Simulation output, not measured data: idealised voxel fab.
The document below concerns the process module designated voxel transistor to metal.
The cross-section on display is named cut; it measures 160 nm wide, and its cells are 5 nm squares.
The cross-sections in this document take the form of a grid made of square cells. They are written out as bands, in order from top to bottom. Each band consists of one or more rows of cells. Band: top height; bottom height; in nm. Then, left to right: material with width in nm, for each material. "all across": a single material spanning edge to edge. "blank": empty space. It should be noted that heights are counted from 0, beneath which the wafer as supplied is of one material throughout, and that the lowest band possesses no lower boundary but continues downward, as written in "top 0, no bottom". With a width like "30 to 40", each row of cells in the band differs from the next by the same amount, the top row carrying the first number and the bottom row the second. What does "nothing altered" mean for a step? It means no cell of the cross-section changed in that step. "Enclosed cavity list" - sealed voids, min. 8 cells, no opening to top; format: width x height at distance (distance from left edge; nm throughout). Step line, after settings: the simulator's comment on this step. overlay nm: right-of-plan distance of the mask on a masked step; negative values mean left-of-plan. In what follows, pairs of cross-sections are presented, each taken before and after one process step, with the after cross-section shown only down to the lowest band that was altered; the step, together with its settings, is stated below the pair. The pairs may stem from different runs of this module on the same starting wafer; accordingly, a pair should be taken as continuing from the one above it solely where its entry headed "Before the process" indicates as much.
**Before the process**
    top 15, bottom 5: 15 nm SiO2, 40 nm SiGe, 5 nm SiN, 5 nm SiO2, 30 nm blank, 5 nm SiO2, 5 nm SiN, 40 nm SiGe, 15 nm SiO2
    top 5, bottom 0: 15 nm SiO2, 5 nm SiGe, 5 nm SiN, 30 nm SiGe, 5 nm SiN, 5 nm SiO2, 30 nm blank, 5 nm SiO2, 5 nm SiN, 30 nm SiGe, 5 nm SiN, 5 nm SiGe, 15 nm SiO2
    top 0, bottom -5: 20 nm SiO2, 5 nm SiN, 30 nm SiGe, 5 nm SiN, 5 nm SiO2, 30 nm blank, 5 nm SiO2, 5 nm SiN, 30 nm SiGe, 5 nm SiN, 20 nm SiO2
    top -5, bottom -10: 25 nm SiO2, 30 nm SiGe, 50 nm SiO2, 30 nm SiGe, 25 nm SiO2
    top -10, bottom -25: 25 nm SiO2, 30 nm SiGe, 50 nm Si, 30 nm SiGe, 25 nm SiO2
    top -25, bottom -45: 25 nm SiO2, 110 nm Si, 25 nm SiO2
    top -45, no bottom: Si all across
    Enclosed cavity list: none
**Resulting Structure**
    top 15, bottom 10: 15 nm blank, 40 nm SiGe, 5 nm SiN, 40 nm blank, 5 nm SiN, 40 nm SiGe, 15 nm blank
    top 10, bottom 5: 15 nm SiO2, 40 nm SiGe, 5 nm SiN, 40 nm blank, 5 nm SiN, 40 nm SiGe, 15 nm SiO2
    top 5, bottom 0: 15 nm SiO2, 5 nm SiGe, 5 nm SiN, 30 nm SiGe, 5 nm SiN, 40 nm blank, 5 nm SiN, 30 nm SiGe, 5 nm SiN, 5 nm SiGe, 15 nm SiO2
    top 0, bottom -5: 20 nm SiO2, 5 nm SiN, 30 nm SiGe, 5 nm SiN, 40 nm blank, 5 nm SiN, 30 nm SiGe, 5 nm SiN, 20 nm SiO2
    top -5, bottom -10: 25 nm SiO2, 30 nm SiGe, 5 nm SiO2, 40 nm blank, 5 nm SiO2, 30 nm SiGe, 25 nm SiO2
    Nothing below the height -10 has changed.
    Enclosed cavity list: none
Which process step falls between the two cross-sections above? op SELECTIVE_ETCH | etch materials SiO2 | depth nm 5
Before the process: it's just the after picture from the pair right above this one.
**Resulting Structure**
    top 20, bottom 15: 10 nm blank, 55 nm HfO2, 30 nm blank, 55 nm HfO2, 10 nm blank
    top 15, bottom 10: 15 nm HfO2, 40 nm SiGe, 5 nm SiN, 5 nm HfO2, 30 nm blank, 5 nm HfO2, 5 nm SiN, 40 nm SiGe, 15 nm HfO2
    top 10, bottom 5: 15 nm SiO2, 40 nm SiGe, 5 nm SiN, 5 nm HfO2, 30 nm blank, 5 nm HfO2, 5 nm SiN, 40 nm SiGe, 15 nm SiO2
    top 5, bottom 0: 15 nm SiO2, 5 nm SiGe, 5 nm SiN, 30 nm SiGe, 5 nm SiN, 5 nm HfO2, 30 nm blank, 5 nm HfO2, 5 nm SiN, 30 nm SiGe, 5 nm SiN, 5 nm SiGe, 15 nm SiO2
    top 0, bottom -5: 20 nm SiO2, 5 nm SiN, 30 nm SiGe, 5 nm SiN, 5 nm HfO2, 30 nm blank, 5 nm HfO2, 5 nm SiN, 30 nm SiGe, 5 nm SiN, 20 nm SiO2
    top -5, bottom -10: 25 nm SiO2, 30 nm SiGe, 5 nm SiO2, 40 nm HfO2, 5 nm SiO2, 30 nm SiGe, 25 nm SiO2
    Nothing below the height -10 has changed.
    Enclosed cavity list: none
Which process step falls between the two cross-sections above? op CONFORMAL_DEP | material HfO2 | thk nm 5
Before the process: it's just the after picture from the pair right above this one.
**Resulting Structure**
    top 25, bottom 20: 5 nm blank, 65 nm TiN, 20 nm blank, 65 nm TiN, 5 nm blank
    top 20, bottom 15: 10 nm TiN, 55 nm HfO2, 5 nm TiN, 20 nm blank, 5 nm TiN, 55 nm HfO2, 10 nm TiN
    top 15, bottom 10: 15 nm HfO2, 40 nm SiGe, 5 nm SiN, 5 nm HfO2, 5 nm TiN, 20 nm blank, 5 nm TiN, 5 nm HfO2, 5 nm SiN, 40 nm SiGe, 15 nm HfO2
    top 10, bottom 5: 15 nm SiO2, 40 nm SiGe, 5 nm SiN, 5 nm HfO2, 5 nm TiN, 20 nm blank, 5 nm TiN, 5 nm HfO2, 5 nm SiN, 40 nm SiGe, 15 nm SiO2
    top 5, bottom 0: 15 nm SiO2, 5 nm SiGe, 5 nm SiN, 30 nm SiGe, 5 nm SiN, 5 nm HfO2, 5 nm TiN, 20 nm blank, 5 nm TiN, 5 nm HfO2, 5 nm SiN, 30 nm SiGe, 5 nm SiN, 5 nm SiGe, 15 nm SiO2
    top 0, bottom -5: 20 nm SiO2, 5 nm SiN, 30 nm SiGe, 5 nm SiN, 5 nm HfO2, 30 nm TiN, 5 nm HfO2, 5 nm SiN, 30 nm SiGe, 5 nm SiN, 20 nm SiO2
    Nothing below the height -5 has changed.
    Enclosed cavity list: none
Which process step falls between the two cross-sections above? op CONFORMAL_DEP | material TiN | thk nm 5
Before the process: it's just the after picture from the pair right above this one.
**Resulting Structure**
    top 35, bottom 25: W all across
    top 25, bottom 20: 5 nm W, 65 nm TiN, 20 nm W, 65 nm TiN, 5 nm W
    top 20, bottom 15: 10 nm TiN, 55 nm HfO2, 5 nm TiN, 20 nm W, 5 nm TiN, 55 nm HfO2, 10 nm TiN
    top 15, bottom 10: 15 nm HfO2, 40 nm SiGe, 5 nm SiN, 5 nm HfO2, 5 nm TiN, 20 nm W, 5 nm TiN, 5 nm HfO2, 5 nm SiN, 40 nm SiGe, 15 nm HfO2
    top 10, bottom 5: 15 nm SiO2, 40 nm SiGe, 5 nm SiN, 5 nm HfO2, 5 nm TiN, 20 nm W, 5 nm TiN, 5 nm HfO2, 5 nm SiN, 40 nm SiGe, 15 nm SiO2
    top 5, bottom 0: 15 nm SiO2, 5 nm SiGe, 5 nm SiN, 30 nm SiGe, 5 nm SiN, 5 nm HfO2, 5 nm TiN, 20 nm W, 5 nm TiN, 5 nm HfO2, 5 nm SiN, 30 nm SiGe, 5 nm SiN, 5 nm SiGe, 15 nm SiO2
    Nothing below the height 0 has changed.
    Enclosed cavity list: none
Which process step falls between the two cross-sections above? op FILL_DEP | material W | thk nm 10
Before the process: it's just the after picture from the pair right above this one.
**Resulting Structure**
    top 10, bottom 5: 15 nm SiO2, 40 nm SiGe, 5 nm SiN, 5 nm HfO2, 5 nm TiN, 20 nm W, 5 nm TiN, 5 nm HfO2, 5 nm SiN, 40 nm SiGe, 15 nm SiO2
    Nothing below the height 5 has changed.
    Enclosed cavity list: none
Which process step falls between the two cross-sections above? op CMP | height nm 10
Before the process: it's just the after picture from the pair right above this one.
**Resulting Structure**
    top 20, bottom 10: SiO2 all across
    Nothing below the height 10 has changed.
    Enclosed cavity list: none
Which process step falls between the two cross-sections above? op DIRECTIONAL_DEP | material SiO2 | thk nm 10
Before the process: it's just the after picture from the pair right above this one.
**Resulting Structure**
    top 35, bottom 20: 25 nm resist, 20 nm blank, 70 nm resist, 20 nm blank, 25 nm resist
    Nothing below the height 20 has changed.
    Enclosed cavity list: none
Which process step falls between the two cross-sections above? op PATTERN | tone open | mask id CONTACT | material resist | width nm 20 | pitch nm 90 | thk nm 15 | overlay nm 0
Before the process: it's just the after picture from the pair right above this one.
**Resulting Structure**
    top 35, bottom 20: 25 nm resist, 20 nm blank, 70 nm resist, 20 nm blank, 25 nm resist
    top 20, bottom 10: 25 nm SiO2, 20 nm blank, 70 nm SiO2, 20 nm blank, 25 nm SiO2
    Nothing below the height 10 has changed.
    Enclosed cavity list: none
Which process step falls between the two cross-sections above? op DIRECTIONAL_ETCH | etch materials SiO2 | depth nm 25
Before the process: it's just the after picture from the pair right above this one.
**Resulting Structure**
    top 20, bottom 10: 25 nm SiO2, 20 nm blank, 70 nm SiO2, 20 nm blank, 25 nm SiO2
    Nothing below the height 10 has changed.
    Enclosed cavity list: none
Which process step falls between the two cross-sections above? op STRIP | etch materials resist
Before the process: it's just the after picture from the pair right above this one.
**Resulting Structure**
    top 25, bottom 20: 30 nm TiN, 10 nm blank, 80 nm TiN, 10 nm blank, 30 nm TiN
    top 20, bottom 15: 25 nm SiO2, 5 nm TiN, 10 nm blank, 5 nm TiN, 70 nm SiO2, 5 nm TiN, 10 nm blank, 5 nm TiN, 25 nm SiO2
    top 15, bottom 10: 25 nm SiO2, 20 nm TiN, 70 nm SiO2, 20 nm TiN, 25 nm SiO2
    Nothing below the height 10 has changed.
    Enclosed cavity list: none
Which process step falls between the two cross-sections above? op CONFORMAL_DEP | material TiN | thk nm 5
Before the process: it's just the after picture from the pair right above this one.
**Resulting Structure**
    top 30, bottom 25: W all across
    top 25, bottom 20: 30 nm TiN, 10 nm W, 80 nm TiN, 10 nm W, 30 nm TiN
    top 20, bottom 15: 25 nm SiO2, 5 nm TiN, 10 nm W, 5 nm TiN, 70 nm SiO2, 5 nm TiN, 10 nm W, 5 nm TiN, 25 nm SiO2
    Nothing below the height 15 has changed.
    Enclosed cavity list: none
Which process step falls between the two cross-sections above? op FILL_DEP | material W | thk nm 5
Before the process: it's just the after picture from the pair right above this one.
**Resulting Structure**
    top 20, bottom 15: 25 nm SiO2, 5 nm TiN, 10 nm W, 5 nm TiN, 70 nm SiO2, 5 nm TiN, 10 nm W, 5 nm TiN, 25 nm SiO2
    Nothing below the height 15 has changed.
    Enclosed cavity list: none
Which process step falls between the two cross-sections above? op CMP | height nm 20
Before the process: it's just the after picture from the pair right above this one.
**Resulting Structure**
    top 25, bottom 20: TiN all across
    Nothing below the height 20 has changed.
    Enclosed cavity list: none
Which process step falls between the two cross-sections above? op DIRECTIONAL_DEP | material TiN | thk nm 5
Before the process: it's just the after picture from the pair right above this one.
**Resulting Structure**
    top 45, bottom 25: W all across
    Nothing below the height 25 has changed.
    Enclosed cavity list: none
Which process step falls between the two cross-sections above? op DIRECTIONAL_DEP | material W | thk nm 20
Before the process: it's just the after picture from the pair right above this one.
**Resulting Structure**
    top 65, bottom 45: 25 nm blank, 20 nm resist, 70 nm blank, 20 nm resist, 25 nm blank
    Nothing below the height 45 has changed.
    Enclosed cavity list: none
Which process step falls between the two cross-sections above? op PATTERN | tone cover | mask id METAL_1 | material resist | width nm 20 | pitch nm 90 | thk nm 20 | overlay nm 0
Before the process: it's just the after picture from the pair right above this one.
**Resulting Structure**
    top 65, bottom 45: 25 nm blank, 20 nm resist, 70 nm blank, 20 nm resist, 25 nm blank
    top 45, bottom 25: 25 nm blank, 20 nm W, 70 nm blank, 20 nm W, 25 nm blank
    Nothing below the height 25 has changed.
    Enclosed cavity list: none
Which process step falls between the two cross-sections above? op DIRECTIONAL_ETCH | etch materials W | depth nm 20
Before the process: it's just the after picture from the pair right above this one.
**Resulting Structure**
    top 65, bottom 45: 25 nm blank, 20 nm resist, 70 nm blank, 20 nm resist, 25 nm blank
    top 45, bottom 25: 25 nm blank, 20 nm W, 70 nm blank, 20 nm W, 25 nm blank
    top 25, bottom 20: 25 nm blank, 20 nm TiN, 70 nm blank, 20 nm TiN, 25 nm blank
    Nothing below the height 20 has changed.
    Enclosed cavity list: none
Which process step falls between the two cross-sections above? op DIRECTIONAL_ETCH | etch materials TiN | depth nm 5
Before the process: it's just the after picture from the pair right above this one.
**Resulting Structure**
    top 45, bottom 25: 25 nm blank, 20 nm W, 70 nm blank, 20 nm W, 25 nm blank
    Nothing below the height 25 has changed.
    Enclosed cavity list: none
Which process step falls between the two cross-sections above? op STRIP | etch materials resist
Before the process: it's just the after picture from the pair right above this one.
**Resulting Structure**
    top 50, bottom 45: 20 nm blank, 30 nm SiN, 60 nm blank, 30 nm SiN, 20 nm blank
    top 45, bottom 25: 20 nm blank, 5 nm SiN, 20 nm W, 5 nm SiN, 60 nm blank, 5 nm SiN, 20 nm W, 5 nm SiN, 20 nm blank
    top 25, bottom 20: 25 nm SiN, 20 nm TiN, 70 nm SiN, 20 nm TiN, 25 nm SiN
    Nothing below the height 20 has changed.
    Enclosed cavity list: none
Which process step falls between the two cross-sections above? op CONFORMAL_DEP | material SiN | thk nm 5
Before the process: it's just the after picture from the pair right above this one.
**Resulting Structure**
    top 60, bottom 50: SiO2 all across
    top 50, bottom 45: 20 nm SiO2, 30 nm SiN, 60 nm SiO2, 30 nm SiN, 20 nm SiO2
    top 45, bottom 25: 20 nm SiO2, 5 nm SiN, 20 nm W, 5 nm SiN, 60 nm SiO2, 5 nm SiN, 20 nm W, 5 nm SiN, 20 nm SiO2
    Nothing below the height 25 has changed.
    Enclosed cavity list: none
Which process step falls between the two cross-sections above? op FILL_DEP | material SiO2 | thk nm 10
Before the process: it's just the after picture from the pair right above this one.
**Resulting Structure**
    top 45, bottom 25: 20 nm SiO2, 5 nm SiN, 20 nm W, 5 nm SiN, 60 nm SiO2, 5 nm SiN, 20 nm W, 5 nm SiN, 20 nm SiO2
    Nothing below the height 25 has changed.
    Enclosed cavity list: none
Which process step falls between the two cross-sections above? op CMP | height nm 45
Before the process: it's just the after picture from the pair right above this one.
**Resulting Structure**
    top 50, bottom 45: SiCN all across
    Nothing below the height 45 has changed.
    Enclosed cavity list: none
Which process step falls between the two cross-sections above? op CONFORMAL_DEP | material SiCN | thk nm 5
Before the process: it's just the after picture from the pair right above this one.
**Resulting Structure**
    top 85, bottom 50: SiO2 all across
    Nothing below the height 50 has changed.
    Enclosed cavity list: none
Which process step falls between the two cross-sections above? op DIRECTIONAL_DEP | material SiO2 | thk nm 35
Before the process: it's just the after picture from the pair right above this one.
**Resulting Structure**
    top 105, bottom 85: 25 nm resist, 15 nm blank, 75 nm resist, 15 nm blank, 30 nm resist
    Nothing below the height 85 has changed.
    Enclosed cavity list: none
Which process step falls between the two cross-sections above? op PATTERN | tone open | mask id METAL_2_HOLES | material resist | width nm 15 | pitch nm 90 | thk nm 20 | overlay nm 0
Before the process: it's just the after picture from the pair right above this one.
**Resulting Structure**
    top 105, bottom 85: 25 nm resist, 15 nm blank, 75 nm resist, 15 nm blank, 30 nm resist
    top 85, bottom 50: 25 nm SiO2, 15 nm blank, 75 nm SiO2, 15 nm blank, 30 nm SiO2
    Nothing below the height 50 has changed.
    Enclosed cavity list: none
Which process step falls between the two cross-sections above? op DIRECTIONAL_ETCH | etch materials SiO2 | depth nm 35
Before the process: it's just the after picture from the pair right above this one.
**Resulting Structure**
    top 85, bottom 50: 25 nm SiO2, 15 nm blank, 75 nm SiO2, 15 nm blank, 30 nm SiO2
    Nothing below the height 50 has changed.
    Enclosed cavity list: none
Which process step falls between the two cross-sections above? op STRIP | etch materials resist
Before the process: it's just the after picture from the pair right above this one.
**Resulting Structure**
    top 100, bottom 85: 25 nm resist, 20 nm blank, 70 nm resist, 20 nm blank, 25 nm resist
    Nothing below the height 85 has changed.
    Enclosed cavity list: none
Which process step falls between the two cross-sections above? op PATTERN | tone open | mask id METAL_2 | material resist | width nm 20 | pitch nm 90 | thk nm 15 | overlay nm 0
Before the process: it's just the after picture from the pair right above this one.
**Resulting Structure**
    top 100, bottom 85: 25 nm resist, 20 nm blank, 70 nm resist, 20 nm blank, 25 nm resist
    top 85, bottom 65: 25 nm SiO2, 20 nm blank, 70 nm SiO2, 20 nm blank, 25 nm SiO2
    Nothing below the height 65 has changed.
    Enclosed cavity list: none
Which process step falls between the two cross-sections above? op DIRECTIONAL_ETCH | etch materials SiO2 | depth nm 20
Before the process: it's just the after picture from the pair right above this one.
**Resulting Structure**
    top 100, bottom 85: 25 nm resist, 20 nm blank, 70 nm resist, 20 nm blank, 25 nm resist
    top 85, bottom 65: 25 nm SiO2, 20 nm blank, 70 nm SiO2, 20 nm blank, 25 nm SiO2
    top 65, bottom 50: 25 nm SiO2, 15 nm blank, 75 nm SiO2, 15 nm blank, 30 nm SiO2
    top 50, bottom 45: 25 nm SiCN, 15 nm blank, 75 nm SiCN, 15 nm blank, 30 nm SiCN
    Nothing below the height 45 has changed.
    Enclosed cavity list: none
Which process step falls between the two cross-sections above? op DIRECTIONAL_ETCH | etch materials SiCN | depth nm 5
Before the process: it's just the after picture from the pair right above this one.
**Resulting Structure**
    top 85, bottom 65: 25 nm SiO2, 20 nm blank, 70 nm SiO2, 20 nm blank, 25 nm SiO2
    Nothing below the height 65 has changed.
    Enclosed cavity list: none
Which process step falls between the two cross-sections above? op STRIP | etch materials resist
Before the process: it's just the after picture from the pair right above this one.
**Resulting Structure**
    top 90, bottom 85: 30 nm TiN, 10 nm blank, 80 nm TiN, 10 nm blank, 30 nm TiN
    top 85, bottom 70: 25 nm SiO2, 5 nm TiN, 10 nm blank, 5 nm TiN, 70 nm SiO2, 5 nm TiN, 10 nm blank, 5 nm TiN, 25 nm SiO2
    top 70, bottom 65: 25 nm SiO2, 5 nm TiN, 5 nm blank, 10 nm TiN, 70 nm SiO2, 5 nm TiN, 5 nm blank, 10 nm TiN, 25 nm SiO2
    top 65, bottom 50: 25 nm SiO2, 5 nm TiN, 5 nm blank, 5 nm TiN, 75 nm SiO2, 5 nm TiN, 5 nm blank, 5 nm TiN, 30 nm SiO2
    top 50, bottom 45: 25 nm SiCN, 15 nm TiN, 75 nm SiCN, 15 nm TiN, 30 nm SiCN
    Nothing below the height 45 has changed.
    Enclosed cavity list: none
Which process step falls between the two cross-sections above? op CONFORMAL_DEP | material TiN | thk nm 5
Before the process: it's just the after picture from the pair right above this one.
**Resulting Structure**
    top 100, bottom 90: Cu all across
    top 90, bottom 85: 30 nm TiN, 10 nm Cu, 80 nm TiN, 10 nm Cu, 30 nm TiN
    top 85, bottom 70: 25 nm SiO2, 5 nm TiN, 10 nm Cu, 5 nm TiN, 70 nm SiO2, 5 nm TiN, 10 nm Cu, 5 nm TiN, 25 nm SiO2
    top 70, bottom 65: 25 nm SiO2, 5 nm TiN, 5 nm Cu, 10 nm TiN, 70 nm SiO2, 5 nm TiN, 5 nm Cu, 10 nm TiN, 25 nm SiO2
    top 65, bottom 50: 25 nm SiO2, 5 nm TiN, 5 nm Cu, 5 nm TiN, 75 nm SiO2, 5 nm TiN, 5 nm Cu, 5 nm TiN, 30 nm SiO2
    Nothing below the height 50 has changed.
    Enclosed cavity list: none
Which process step falls between the two cross-sections above? op FILL_DEP | material Cu | thk nm 10
Before the process: it's just the after picture from the pair right above this one.
**Resulting Structure**
    top 85, bottom 70: 25 nm SiO2, 5 nm TiN, 10 nm Cu, 5 nm TiN, 70 nm SiO2, 5 nm TiN, 10 nm Cu, 5 nm TiN, 25 nm SiO2
    Nothing below the height 70 has changed.
    Enclosed cavity list: none
Which process step falls between the two cross-sections above? op CMP | height nm 85
Before the process: it's just the after picture from the pair right above this one.
**Resulting Structure**
    top 90, bottom 85: SiCN all across
    Nothing below the height 85 has changed.
    Enclosed cavity list: none
Which process step falls between the two cross-sections above? op CONFORMAL_DEP | material SiCN | thk nm 5
**Before the process**
    top 20, bottom 15: 25 nm SiO2, 5 nm TiN, 10 nm W, 5 nm TiN, 70 nm SiO2, 5 nm TiN, 10 nm W, 5 nm TiN, 25 nm SiO2
    top 15, bottom 10: 25 nm SiO2, 20 nm TiN, 70 nm SiO2, 20 nm TiN, 25 nm SiO2
    top 10, bottom 5: 25 nm SiO2, 10 nm TiN, 20 nm SiGe, 5 nm SiN, 5 nm HfO2, 5 nm TiN, 20 nm W, 5 nm TiN, 5 nm HfO2, 5 nm SiN, 20 nm SiGe, 10 nm TiN, 25 nm SiO2
    top 5, bottom 0: 20 nm SiO2, 5 nm SiN, 10 nm TiN, 20 nm SiGe, 5 nm SiN, 5 nm HfO2, 5 nm TiN, 20 nm W, 5 nm TiN, 5 nm HfO2, 5 nm SiN, 20 nm SiGe, 10 nm TiN, 5 nm SiN, 20 nm SiO2
    top 0, bottom -5: 20 nm SiO2, 5 nm SiN, 10 nm TiN, 20 nm SiGe, 5 nm SiN, 5 nm HfO2, 30 nm TiN, 5 nm HfO2, 5 nm SiN, 20 nm SiGe, 10 nm TiN, 5 nm SiN, 20 nm SiO2
    top -5, bottom -10: 25 nm SiO2, 30 nm SiGe, 5 nm SiO2, 40 nm HfO2, 5 nm SiO2, 30 nm SiGe, 25 nm SiO2
    top -10, bottom -25: 25 nm SiO2, 30 nm SiGe, 50 nm Si, 30 nm SiGe, 25 nm SiO2
    top -25, bottom -45: 25 nm SiO2, 110 nm Si, 25 nm SiO2
    top -45, no bottom: Si all across
    Enclosed cavity list: none
**Resulting Structure**
    top 40, bottom 20: W all across
    Nothing below the height 20 has changed.
    Enclosed cavity list: none
Which process step falls between the two cross-sections above? op DIRECTIONAL_DEP | material W | thk nm 20
Before the process: it's just the after picture from the pair right above this one.
**Resulting Structure**
    top 45, bottom 40: TiN all across
    Nothing below the height 40 has changed.
    Enclosed cavity list: none
Which process step falls between the two cross-sections above? op DIRECTIONAL_DEP | material TiN | thk nm 5
Before the process: it's just the after picture from the pair right above this one.
**Resulting Structure**
    top 65, bottom 45: 25 nm blank, 20 nm resist, 70 nm blank, 20 nm resist, 25 nm blank
    Nothing below the height 45 has changed.
    Enclosed cavity list: none
Which process step falls between the two cross-sections above? op PATTERN | tone cover | mask id METAL_1 | material resist | width nm 20 | pitch nm 90 | thk nm 20 | overlay nm 0
Before the process: it's just the after picture from the pair right above this one.
**Resulting Structure**
    top 65, bottom 45: 25 nm blank, 20 nm resist, 70 nm blank, 20 nm resist, 25 nm blank
    top 45, bottom 40: 25 nm blank, 20 nm TiN, 70 nm blank, 20 nm TiN, 25 nm blank
    Nothing below the height 40 has changed.
    Enclosed cavity list: none
Which process step falls between the two cross-sections above? op DIRECTIONAL_ETCH | etch materials TiN | depth nm 5
Before the process: it's just the after picture from the pair right above this one.
**Resulting Structure**
    top 45, bottom 40: 25 nm blank, 20 nm TiN, 70 nm blank, 20 nm TiN, 25 nm blank
    Nothing below the height 40 has changed.
    Enclosed cavity list: none
Which process step falls between the two cross-sections above? op STRIP | etch materials resist
Before the process: it's just the after picture from the pair right above this one.
**Resulting Structure**
    top 50, bottom 45: 20 nm blank, 30 nm SiN, 60 nm blank, 30 nm SiN, 20 nm blank
    top 45, bottom 40: 25 nm SiN, 20 nm TiN, 70 nm SiN, 20 nm TiN, 25 nm SiN
    Nothing below the height 40 has changed.
    Enclosed cavity list: none
Which process step falls between the two cross-sections above? op CONFORMAL_DEP | material SiN | thk nm 5
Before the process: it's just the after picture from the pair right above this one.
**Resulting Structure**
    top 60, bottom 50: SiO2 all across
    top 50, bottom 45: 20 nm SiO2, 30 nm SiN, 60 nm SiO2, 30 nm SiN, 20 nm SiO2
    Nothing below the height 45 has changed.
    Enclosed cavity list: none
Which process step falls between the two cross-sections above? op FILL_DEP | material SiO2 | thk nm 10
Before the process: it's just the after picture from the pair right above this one.
**Resulting Structure**
    top 45, bottom 40: 25 nm SiN, 20 nm TiN, 70 nm SiN, 20 nm TiN, 25 nm SiN
    Nothing below the height 40 has changed.
    Enclosed cavity list: none
Which process step falls between the two cross-sections above? op CMP | height nm 45
Before the process: it's just the after picture from the pair right above this one.
**Resulting Structure**
    top 50, bottom 45: SiCN all across
    Nothing below the height 45 has changed.
    Enclosed cavity list: none
Which process step falls between the two cross-sections above? op CONFORMAL_DEP | material SiCN | thk nm 5
Before the process: it's just the after picture from the pair right above this one.
**Resulting Structure**
    top 85, bottom 50: SiO2 all across
    Nothing below the height 50 has changed.
    Enclosed cavity list: none
Which process step falls between the two cross-sections above? op DIRECTIONAL_DEP | material SiO2 | thk nm 35
Before the process: it's just the after picture from the pair right above this one.
**Resulting Structure**
    top 105, bottom 85: 25 nm resist, 15 nm blank, 75 nm resist, 15 nm blank, 30 nm resist
    Nothing below the height 85 has changed.
    Enclosed cavity list: none
Which process step falls between the two cross-sections above? op PATTERN | tone open | mask id METAL_2_HOLES | material resist | width nm 15 | pitch nm 90 | thk nm 20 | overlay nm 0
Before the process: it's just the after picture from the pair right above this one.
**Resulting Structure**
    top 105, bottom 85: 25 nm resist, 15 nm blank, 75 nm resist, 15 nm blank, 30 nm resist
    top 85, bottom 50: 25 nm SiO2, 15 nm blank, 75 nm SiO2, 15 nm blank, 30 nm SiO2
    Nothing below the height 50 has changed.
    Enclosed cavity list: none
Which process step falls between the two cross-sections above? op DIRECTIONAL_ETCH | etch materials SiO2 | depth nm 35
Before the process: it's just the after picture from the pair right above this one.
**Resulting Structure**
    top 85, bottom 50: 25 nm SiO2, 15 nm blank, 75 nm SiO2, 15 nm blank, 30 nm SiO2
    Nothing below the height 50 has changed.
    Enclosed cavity list: none
Which process step falls between the two cross-sections above? op STRIP | etch materials resist
Before the process: it's just the after picture from the pair right above this one.
**Resulting Structure**
    top 100, bottom 85: 25 nm resist, 20 nm blank, 70 nm resist, 20 nm blank, 25 nm resist
    Nothing below the height 85 has changed.
    Enclosed cavity list: none
Which process step falls between the two cross-sections above? op PATTERN | tone open | mask id METAL_2 | material resist | width nm 20 | pitch nm 90 | thk nm 15 | overlay nm 0
Before the process: it's just the after picture from the pair right above this one.
**Resulting Structure**
    top 100, bottom 85: 25 nm resist, 20 nm blank, 70 nm resist, 20 nm blank, 25 nm resist
    top 85, bottom 65: 25 nm SiO2, 20 nm blank, 70 nm SiO2, 20 nm blank, 25 nm SiO2
    Nothing below the height 65 has changed.
    Enclosed cavity list: none
Which process step falls between the two cross-sections above? op DIRECTIONAL_ETCH | etch materials SiO2 | depth nm 20
Before the process: it's just the after picture from the pair right above this one.
**Resulting Structure**
    top 100, bottom 85: 25 nm resist, 20 nm blank, 70 nm resist, 20 nm blank, 25 nm resist
    top 85, bottom 65: 25 nm SiO2, 20 nm blank, 70 nm SiO2, 20 nm blank, 25 nm SiO2
    top 65, bottom 50: 25 nm SiO2, 15 nm blank, 75 nm SiO2, 15 nm blank, 30 nm SiO2
    top 50, bottom 45: 25 nm SiCN, 15 nm blank, 75 nm SiCN, 15 nm blank, 30 nm SiCN
    Nothing below the height 45 has changed.
    Enclosed cavity list: none
Which process step falls between the two cross-sections above? op DIRECTIONAL_ETCH | etch materials SiCN | depth nm 5
Before the process: it's just the after picture from the pair right above this one.
**Resulting Structure**
    top 85, bottom 65: 25 nm SiO2, 20 nm blank, 70 nm SiO2, 20 nm blank, 25 nm SiO2
    Nothing below the height 65 has changed.
    Enclosed cavity list: none
Which process step falls between the two cross-sections above? op STRIP | etch materials resist
Before the process: it's just the after picture from the pair right above this one.
**Resulting Structure**
    top 90, bottom 85: 30 nm TiN, 10 nm blank, 80 nm TiN, 10 nm blank, 30 nm TiN
    top 85, bottom 70: 25 nm SiO2, 5 nm TiN, 10 nm blank, 5 nm TiN, 70 nm SiO2, 5 nm TiN, 10 nm blank, 5 nm TiN, 25 nm SiO2
    top 70, bottom 65: 25 nm SiO2, 5 nm TiN, 5 nm blank, 10 nm TiN, 70 nm SiO2, 5 nm TiN, 5 nm blank, 10 nm TiN, 25 nm SiO2
    top 65, bottom 50: 25 nm SiO2, 5 nm TiN, 5 nm blank, 5 nm TiN, 75 nm SiO2, 5 nm TiN, 5 nm blank, 5 nm TiN, 30 nm SiO2
    top 50, bottom 45: 25 nm SiCN, 15 nm TiN, 75 nm SiCN, 15 nm TiN, 30 nm SiCN
    Nothing below the height 45 has changed.
    Enclosed cavity list: none
Which process step falls between the two cross-sections above? op CONFORMAL_DEP | material TiN | thk nm 5
Before the process: it's just the after picture from the pair right above this one.
**Resulting Structure**
    top 100, bottom 90: Cu all across
    top 90, bottom 85: 30 nm TiN, 10 nm Cu, 80 nm TiN, 10 nm Cu, 30 nm TiN
    top 85, bottom 70: 25 nm SiO2, 5 nm TiN, 10 nm Cu, 5 nm TiN, 70 nm SiO2, 5 nm TiN, 10 nm Cu, 5 nm TiN, 25 nm SiO2
    top 70, bottom 65: 25 nm SiO2, 5 nm TiN, 5 nm Cu, 10 nm TiN, 70 nm SiO2, 5 nm TiN, 5 nm Cu, 10 nm TiN, 25 nm SiO2
    top 65, bottom 50: 25 nm SiO2, 5 nm TiN, 5 nm Cu, 5 nm TiN, 75 nm SiO2, 5 nm TiN, 5 nm Cu, 5 nm TiN, 30 nm SiO2
    Nothing below the height 50 has changed.
    Enclosed cavity list: none
Which process step falls between the two cross-sections above? op FILL_DEP | material Cu | thk nm 10
Before the process: it's just the after picture from the pair right above this one.
**Resulting Structure**
    top 85, bottom 70: 25 nm SiO2, 5 nm TiN, 10 nm Cu, 5 nm TiN, 70 nm SiO2, 5 nm TiN, 10 nm Cu, 5 nm TiN, 25 nm SiO2
    Nothing below the height 70 has changed.
    Enclosed cavity list: none
Which process step falls between the two cross-sections above? op CMP | height nm 85
Before the process: it's just the after picture from the pair right above this one.
**Resulting Structure**
    top 90, bottom 85: SiCN all across
    Nothing below the height 85 has changed.
    Enclosed cavity list: none
Which process step falls between the two cross-sections above? op CONFORMAL_DEP | material SiCN | thk nm 5
